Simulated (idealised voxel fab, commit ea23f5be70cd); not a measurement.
process module | voxel released beams
cross-section cut | 260 nm wide | cells 5 nm
A cross-section is a grid of square cells, given in bands from the top down. A band is one or more rows of cells.
Each band's line starts with the height of the band's top and of its bottom, in nm. Then come its materials from left to right, each with its width in nm. One material with "throughout" fills the band from edge to edge. "air" is empty space.
Height 0 is the level under which the wafer as received is all one material. The lowest band goes on downwards, as in "0 down".
A width such as "30 to 40" changes by the same amount from each row of cells to the next, from the band's top row to its bottom row.
"no change" after a step means that no cell of the cross-section changed.
closed voids: empty space of 8 cells or more with no open way to the top, each as width x height at its distance from the left edge, in nm
after a step's settings: what the simulator itself notes on the step
overlay nm, on a step with a mask: how far to the right of its planned place the mask lay; to the left if negative
plan
1 op RECEIVE | material Si
2 op CONFORMAL_DEP | material SiN | thk nm 10
3 op DIRECTIONAL_DEP | material SiO2 | thk nm 20
4 op PATTERN | tone open | mask id ANCHOR | material resist | width nm 45 | thk nm 15 | overlay nm 0
5 op DIRECTIONAL_ETCH | etch materials SiO2 | depth nm 20
6 op STRIP | etch materials resist
7 op CONFORMAL_DEP | material polySi | thk nm 15
8 op DIRECTIONAL_DEP | material aC | thk nm 10
9 op PATTERN | tone cover | mask id BEAM | material resist | width nm 95 | thk nm 25 | overlay nm 0
10 op DIRECTIONAL_ETCH | etch materials aC | depth nm 10
11 op STRIP | etch materials resist
12 op DIRECTIONAL_ETCH | etch materials polySi | depth nm 15
13 op STRIP | etch materials aC
14 op STRIP | etch materials SiO2
first wafer, as planned
as received, after step 1
  0 down: Si throughout
  closed voids: none
after step 2
  10 to 0: SiN throughout
  below 0: unchanged
after step 3
  30 to 10: SiO2 throughout
  below 10: unchanged
after step 4
  45 to 30: resist 85 | air 45 | resist 130
  below 30: unchanged
after step 5
  45 to 30: resist 85 | air 45 | resist 130
  30 to 10: SiO2 85 | air 45 | SiO2 130
  below 10: unchanged
after step 6
  30 to 10: SiO2 85 | air 45 | SiO2 130
  below 10: unchanged
after step 7
  45 to 30: polySi 100 | air 15 | polySi 145
  30 to 25: SiO2 85 | polySi 15 | air 15 | polySi 15 | SiO2 130
  25 to 10: SiO2 85 | polySi 45 | SiO2 130
  below 10: unchanged
after step 8
  55 to 45: aC 100 | air 15 | aC 145
  45 to 35: polySi 100 | air 15 | polySi 145
  35 to 30: polySi 100 | aC 15 | polySi 145
  30 to 25: SiO2 85 | polySi 15 | aC 15 | polySi 15 | SiO2 130
  below 25: unchanged
after step 9
  80 to 55: air 80 | resist 95 | air 85
  55 to 45: aC 100 | resist 15 | aC 145
  45 to 35: polySi 100 | resist 15 | polySi 145
  below 35: unchanged
after step 10
  70 to 55: air 80 | resist 95 | air 85
  55 to 45: air 80 | aC 20 | resist 15 | aC 60 | air 85
  below 45: unchanged
after step 11
  55 to 45: air 80 | aC 20 | air 15 | aC 60 | air 85
  45 to 35: polySi 100 | air 15 | polySi 145
  below 35: unchanged
after step 12
  55 to 45: air 80 | aC 20 | air 15 | aC 60 | air 85
  45 to 35: air 80 | polySi 20 | air 15 | polySi 60 | air 85
  35 to 30: air 80 | polySi 20 | aC 15 | polySi 60 | air 85
  below 30: unchanged
after step 13
  45 to 30: air 80 | polySi 20 | air 15 | polySi 60 | air 85
  30 to 25: SiO2 85 | polySi 15 | air 15 | polySi 15 | SiO2 130
  below 25: unchanged
after step 14
  45 to 30: air 80 | polySi 20 | air 15 | polySi 60 | air 85
  30 to 25: air 85 | polySi 15 | air 15 | polySi 15 | air 130
  25 to 10: air 85 | polySi 45 | air 130
  below 10: unchanged
second wafer: like start, like plan, one mistake. Through step 6 it matches the first wafer
when step 7 should have ended
  60 to 30: polySi throughout
  30 to 10: SiO2 85 | polySi 45 | SiO2 130
  below 10: unchanged
when step 8 should have ended
  70 to 60: aC throughout
  below 60: unchanged
when step 9 should have ended
  95 to 70: air 80 | resist 95 | air 85
  below 70: unchanged
when step 10 should have ended
  85 to 70: air 80 | resist 95 | air 85
  70 to 60: air 80 | aC 95 | air 85
  below 60: unchanged
when step 11 should have ended
  70 to 60: air 80 | aC 95 | air 85
  below 60: unchanged
when step 12 should have ended
  70 to 60: air 80 | aC 95 | air 85
  60 to 45: air 80 | polySi 95 | air 85
  below 45: unchanged
when step 13 should have ended
  60 to 45: air 80 | polySi 95 | air 85
  below 45: unchanged
when step 14 should have ended: no change
what went wrong: step 7 was run twice
at the end the second wafer has, in cells: 172 more of SiO2 | 168 more of polySi
